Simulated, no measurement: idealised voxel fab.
Herein follows the process module entitled voxel air gaps.
It is cross-section cut that appears here, measuring 230 nm in width, its square cells being 5 nm in size.
Notation: cross-section as square-cell grid; stated in bands, top first, going down; one or more cell rows per band. Top height, bottom height, nm. Materials left to right, width each, nm. Single material + "all across" = fills band edge to edge. "blank" = empty. Counting heights begins at 0, where everything beneath is, in the wafer as received, one material. The lowest band has no bottom; it goes on downwards, as "0 down" shows. The width entry "30->40" should be interpreted row by row: the top row of cells in the band takes the first number, the bottom row takes the second number, and the change between adjacent rows is uniform throughout. "stayed the same" -> step changed no cross-section cell. Voids not open to the top, 8 cells minimum: see "Entrapped voids". Written width x height at distance; distance is from the left edge; nm. Note: text after step settings on the step line = simulator remark on that step. The "overlay nm" setting may appear on a step's line; for a step that uses a mask, it gives how far to the right of its planned position the mask lay, and a negative value indicates the left.
PROCESS STEPS - PLAN
1: RECEIVE (material Si)
2: CONFORMAL_DEP (material SiO2; thk nm 10)
3: CONFORMAL_DEP (material SiN; thk nm 5)
4: DIRECTIONAL_DEP (material lowk; thk nm 40)
5: PATTERN (tone open; mask id LINES; material resist; width nm 20; pitch nm 45; thk nm 20; overlay nm 0)
6: DIRECTIONAL_ETCH (etch materials lowk; depth nm 40)
7: STRIP (etch materials resist)
8: CONFORMAL_DEP (material TiN; thk nm 5)
9: FILL_DEP (material Ru; thk nm 5)
10: CMP (height nm 55)
11: EPI (material Ru; thk nm 10)
12: SELECTIVE_ETCH (etch materials lowk; depth nm 50)
13: CONFORMAL_DEP (material SiCN; thk nm 5)
SHOWN IN CROSS-SECTION IS THE WAFER AS RECEIVED, THAT IS, AS IT STANDS AFTER STEP 1
0 down | Si all across
Entrapped voids: none
FIRST OF TWO WAFERS, END-OF-MODULE SECTION, RUN FOLLOWED PLAN
70 to 65 | 20 of blank, 185 of SiCN, 25 of blank
65 to 55 | 20 of blank, 5 of SiCN, 40 of Ru, 5 of SiCN, 40 of Ru, 5 of SiCN, 40 of Ru, 5 of SiCN, 40 of Ru, 5 of SiCN, 25 of blank
55 to 50 | 20 of blank, 15 of SiCN, 5 of TiN, 10 of Ru, 5 of TiN, 25 of SiCN, 5 of TiN, 10 of Ru, 5 of TiN, 25 of SiCN, 5 of TiN, 10 of Ru, 5 of TiN, 25 of SiCN, 5 of TiN, 10 of Ru, 5 of TiN, 15 of SiCN, 25 of blank
50 to 20 | 30 of blank, 5 of SiCN, 5 of TiN, 10 of Ru, 5 of TiN, 5 of SiCN, 15 of blank, 5 of SiCN, 5 of TiN, 10 of Ru, 5 of TiN, 5 of SiCN, 15 of blank, 5 of SiCN, 5 of TiN, 10 of Ru, 5 of TiN, 5 of SiCN, 15 of blank, 5 of SiCN, 5 of TiN, 10 of Ru, 5 of TiN, 5 of SiCN, 35 of blank
20 to 15 | 35 of SiCN, 20 of TiN, 25 of SiCN, 20 of TiN, 25 of SiCN, 20 of TiN, 25 of SiCN, 20 of TiN, 40 of SiCN
15 to 10 | SiN all across
10 to 0 | SiO2 all across
0 down | Si all across
Entrapped voids: 15 x 30 at 60; 15 x 30 at 105; 15 x 30 at 150
SAME START, SAME PLAN AS THE FIRST WAFER - BUT ONE MISTAKE IN THE RUN. CROSS-SECTION OF THE SECOND OF THE TWO AT THE END OF THE MODULE
60 to 55 | SiCN all across
55 to 50 | SiN all across
50 to 10 | lowk all across
10 to 0 | SiO2 all across
0 down | Si all across
Entrapped voids: none
Deviation from plan: sequence error: steps 3 and 4 interchanged
Upon completion, the second wafer contains, in terms of cells, a greater or smaller amount of certain materials than the first wafer: 120 fewer of Ru | 100 fewer of SiCN | 72 fewer of TiN | 368 more of lowk
Ultimately, the number of closed voids is 3 in the first wafer and 0 in the second wafer.
